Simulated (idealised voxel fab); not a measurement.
Process module heading - voxel lift off
250 nm wide, 5 nm square cells: that's cross-section cut.
A cross-section is written here as square cells arranged in a grid, and it is given in bands from the top down, each band taking up one or more rows of cells.
Per band: top height and bottom height in nm, followed by the left-to-right materials and their widths in nm; "throughout" marks a single material spanning edge to edge, "blank" marks empty space.
Heights are measured from 0, the level below which the as-received wafer is all one material; the lowest band has no bottom and continues downward, written as in "0 nm and below".
Width spec "30..40" -> top row of cells at first value, bottom row at second value, equal per-row change in between.
"same as before" means the step left every cell of the cross-section as it was.
Heads up: "Closed void list" only lists the empty pockets with no open path to the top that are 8 cells or more, and it writes them as width x height at distance, distance from the left edge, in nm.
Note: text after step settings on the step line = simulator remark on that step.
The optional step-line setting "overlay nm" applies to steps with a mask and quantifies how far to the right of its planned location the mask lay, a negative value indicating leftward placement.
### Here's what the planned process steps look like
- 1: RECEIVE | material Si
- 2: CONFORMAL_DEP | material SiO2 | thk nm 15
- 3: PATTERN | tone open | mask id LINES | material resist | width nm 30 | pitch nm 55 | thk nm 30 | overlay nm 0
- 4: DIRECTIONAL_DEP | material Ru | thk nm 15
- 5: STRIP | etch materials resist
- 6: CONFORMAL_DEP | material SiO2 | thk nm 10
### So this is the incoming wafer in cross-section - it's already been through step 1
* 0 nm and below: Si throughout
* Closed void list: none
### Post-module cross-section of the first of two wafers (run per plan)
* 40 nm to 30 nm: 70 blank, 50 SiO2, 5 blank, 50 SiO2, 75 blank
* 30 nm to 25 nm: 70 blank, 10 SiO2, 30 Ru, 10 SiO2, 5 blank, 10 SiO2, 30 Ru, 10 SiO2, 75 blank
* 25 nm to 15 nm: 80 SiO2, 30 Ru, 25 SiO2, 30 Ru, 85 SiO2
* 15 nm to 0 nm: SiO2 throughout
* 0 nm and below: Si throughout
* Closed void list: none
### Second wafer cross-section at end of module - shared start and plan with the first, one mistake in the run
* 40 nm to 25 nm: 70 blank, 50 SiO2, 5 blank, 50 SiO2, 75 blank
* 25 nm to 0 nm: SiO2 throughout
* 0 nm and below: Si throughout
* Closed void list: none
Heads up, the wafer didn't run the way we planned it: step 4 changed vs plan, executed as DIRECTIONAL_DEP | material SiO2 | thk nm 15
End check, counted in cells, second wafer has more or fewer of these materials than the first: 36 fewer of Ru; 36 more of SiO2
